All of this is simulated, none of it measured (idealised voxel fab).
Herein follows the process module entitled voxel wiring stack.
FYI the section here is cut, 230 nm wide, cells are 5 nm squares.
In this document a cross-section is written as a grid of square cells. It is given as a series of bands, listed from the top down, and a band is one or more rows of cells.
Quick guide to a band line: top height, bottom height (nm) up front; then every material left to right with its width in nm. Only one material and it's marked "all across"? Then it fills the band edge to edge. And "blank" just means empty space.
Ref level 0: as-received wafer is one material below here. Bottom band extends down with no lower bound ("0..down").
So if you see something like "30->40" for the width, read it as the top row of the band sitting at the first number and the bottom row at the second, with every row in between moving by the same amount as the last.
"identical to before" -> step changed no cross-section cell.
Closed-off voids of 8+ cells (no open route to the top) go in "Enclosed void entries", written width x height at distance from the left edge, in nm.
What comes after the settings on a step's line is commentary from the simulator itself on that step.
On any step carrying a mask, the "overlay nm" setting, if present on the step's line, tells how far right of its planned place the mask lay; negative values point to the left.
**Below is the list of planned process steps**
- 1: RECEIVE (material Si)
- 2: CONFORMAL_DEP (material SiO2; thk nm 10)
- 3: DIRECTIONAL_DEP (material TiN; thk nm 5)
- 4: DIRECTIONAL_DEP (material W; thk nm 25)
- 5: MASKED_ETCH (tone cover; mask id METAL_1; width nm 25; pitch nm 40; etch materials W; depth nm 25; overlay nm 0)
- 6: MASKED_ETCH (tone cover; mask id METAL_1; width nm 25; pitch nm 40; etch materials TiN; depth nm 5; overlay nm 0)
- 7: CONFORMAL_DEP (material SiCN; thk nm 5)
- 8: FILL_DEP (material lowk; thk nm 10)
- 9: CMP (height nm 40)
- 10: CONFORMAL_DEP (material SiCN; thk nm 5)
- 11: DIRECTIONAL_DEP (material SiO2; thk nm 10)
- 12: PATTERN (tone open; mask id PLUG_1; material resist; width nm 15; thk nm 20; overlay nm 0)
- 13: DIRECTIONAL_ETCH (etch materials SiO2; depth nm 10)
- 14: DIRECTIONAL_ETCH (etch materials SiCN; depth nm 5)
- 15: STRIP (etch materials resist)
- 16: CONFORMAL_DEP (material TiN; thk nm 5)
- 17: FILL_DEP (material Ru; thk nm 5)
- 18: CMP (height nm 55)
- 19: CONFORMAL_DEP (material SiCN; thk nm 5)
- 20: DIRECTIONAL_DEP (material lowk; thk nm 25)
- 21: MASKED_ETCH (tone open; mask id METAL_2; width nm 25; pitch nm 40; etch materials lowk; depth nm 25; overlay nm 0)
- 22: MASKED_ETCH (tone open; mask id METAL_2; width nm 25; pitch nm 40; etch materials SiCN; depth nm 5; overlay nm 0)
- 23: CONFORMAL_DEP (material TiN; thk nm 5)
- 24: FILL_DEP (material Cu; thk nm 5)
- 25: CMP (height nm 85)
- 26: CONFORMAL_DEP (material SiCN; thk nm 5)
- 27: DIRECTIONAL_DEP (material lowk; thk nm 10)
- 28: MASKED_ETCH (tone open; mask id PLUG_2; width nm 15; etch materials lowk; depth nm 10; overlay nm 0)
- 29: MASKED_ETCH (tone open; mask id PLUG_2; width nm 15; etch materials SiCN; depth nm 5; overlay nm 0)
- 30: CONFORMAL_DEP (material TiN; thk nm 5)
- 31: FILL_DEP (material Cu; thk nm 5)
- 32: CMP (height nm 100)
- 33: DIRECTIONAL_DEP (material TiN; thk nm 5)
- 34: DIRECTIONAL_DEP (material W; thk nm 25)
- 35: DIRECTIONAL_DEP (material aC; thk nm 10)
- 36: PATTERN (tone cover; mask id METAL_3; material resist; width nm 25; pitch nm 40; thk nm 25; overlay nm 0)
- 37: DIRECTIONAL_ETCH (etch materials aC; depth nm 10)
- 38: STRIP (etch materials resist)
- 39: DIRECTIONAL_ETCH (etch materials W; depth nm 25)
- 40: DIRECTIONAL_ETCH (etch materials TiN; depth nm 5)
- 41: STRIP (etch materials aC)
- 42: FILL_DEP (material lowk; thk nm 10)
- 43: CMP (height nm 130)
- 44: CONFORMAL_DEP (material SiCN; thk nm 5)
- 45: DIRECTIONAL_DEP (material lowk; thk nm 10)
- 46: MASKED_ETCH (tone open; mask id PLUG_3; width nm 15; etch materials lowk; depth nm 10; overlay nm 0)
- 47: MASKED_ETCH (tone open; mask id PLUG_3; width nm 15; etch materials SiCN; depth nm 5; overlay nm 0)
- 48: CONFORMAL_DEP (material TiN; thk nm 5)
- 49: FILL_DEP (material W; thk nm 10)
- 50: CMP (height nm 145)
- 51: CONFORMAL_DEP (material SiN; thk nm 5)
- 52: DIRECTIONAL_DEP (material SiO2; thk nm 25)
- 53: MASKED_ETCH (tone open; mask id METAL_4; width nm 25; pitch nm 40; etch materials SiO2; depth nm 25; overlay nm 0)
- 54: MASKED_ETCH (tone open; mask id METAL_4; width nm 25; pitch nm 40; etch materials SiN; depth nm 5; overlay nm 0)
- 55: CONFORMAL_DEP (material TiN; thk nm 5)
- 56: FILL_DEP (material Ru; thk nm 10)
- 57: CMP (height nm 175)
- 58: EPI (material Ru; thk nm 5)
- 59: FILL_DEP (material SiCN; thk nm 5)
**As-received wafer cross-section (after step 1)**
> 0..down = Si all across
> Enclosed void entries: none
**First of two wafers, end-of-module section, run followed plan**
> 185..180 = SiCN all across
> 180..175 = SiCN 75, then Ru 35, then SiCN 5, then Ru 35, then SiCN 80
> 175..150 = SiO2 80, then TiN 5, then Ru 15, then TiN 5, then SiO2 15, then TiN 5, then Ru 15, then TiN 5, then SiO2 85
> 150..145 = SiN 80, then TiN 25, then SiN 15, then TiN 25, then SiN 85
> 145..135 = lowk 80, then TiN 5, then W 5, then TiN 5, then lowk 135
> 135..130 = SiCN 80, then TiN 15, then SiCN 135
> 130..105 = lowk 80, then W 25, then lowk 15, then W 25, then lowk 85
> 105..100 = lowk 80, then TiN 25, then lowk 15, then TiN 25, then lowk 85
> 100..90 = lowk 80, then TiN 5, then Cu 5, then TiN 5, then lowk 135
> 90..85 = SiCN 80, then TiN 15, then SiCN 135
> 85..60 = lowk 80, then TiN 5, then Cu 15, then TiN 5, then lowk 15, then TiN 5, then Cu 15, then TiN 5, then lowk 85
> 60..55 = SiCN 80, then TiN 25, then SiCN 15, then TiN 25, then SiCN 85
> 55..45 = SiO2 80, then TiN 5, then Ru 5, then TiN 5, then SiO2 135
> 45..40 = SiCN 80, then TiN 15, then SiCN 135
> 40..15 = lowk 75, then SiCN 5, then W 25, then SiCN 5, then lowk 5, then SiCN 5, then W 25, then SiCN 5, then lowk 80
> 15..10 = SiCN 80, then TiN 25, then SiCN 15, then TiN 25, then SiCN 85
> 10..0 = SiO2 all across
> 0..down = Si all across
> Enclosed void entries: none
**So this is wafer number two of the two, cut at the end of the module - it started where the first did and had the same plan, we just got one thing wrong running it**
> 185..180 = SiCN all across
> 180..175 = SiCN 75, then Ru 35, then SiCN 5, then Ru 35, then SiCN 80
> 175..150 = SiO2 80, then TiN 5, then Ru 15, then TiN 5, then SiO2 15, then TiN 5, then Ru 15, then TiN 5, then SiO2 85
> 150..145 = SiN 80, then TiN 25, then SiN 15, then TiN 25, then SiN 85
> 145..140 = W all across
> 140..135 = TiN 85, then W 5, then TiN 140
> 135..125 = lowk 80, then TiN 5, then W 5, then TiN 5, then lowk 135
> 125..120 = SiCN 80, then TiN 15, then SiCN 135
> 120..105 = lowk 80, then W 25, then lowk 15, then W 25, then lowk 85
> 105..100 = lowk 80, then TiN 25, then lowk 15, then TiN 25, then lowk 85
> 100..90 = lowk 80, then TiN 5, then Cu 5, then TiN 5, then lowk 135
> 90..85 = SiCN 80, then TiN 15, then SiCN 135
> 85..60 = lowk 80, then TiN 5, then Cu 15, then TiN 5, then lowk 15, then TiN 5, then Cu 15, then TiN 5, then lowk 85
> 60..55 = SiCN 80, then TiN 25, then SiCN 15, then TiN 25, then SiCN 85
> 55..45 = SiO2 80, then TiN 5, then Ru 5, then TiN 5, then SiO2 135
> 45..40 = SiCN 80, then TiN 15, then SiCN 135
> 40..15 = lowk 75, then SiCN 5, then W 25, then SiCN 5, then lowk 5, then SiCN 5, then W 25, then SiCN 5, then lowk 80
> 15..10 = SiCN 80, then TiN 25, then SiCN 15, then TiN 25, then SiCN 85
> 10..0 = SiO2 all across
> 0..down = Si all across
> Enclosed void entries: none
Deviation noted in wafer processing: step 43 deviated from plan and actually ran as CMP (height nm 120)
Final cells, second wafer relative to first, materials higher or lower: 45 more of TiN; 27 more of W; 72 fewer of lowk
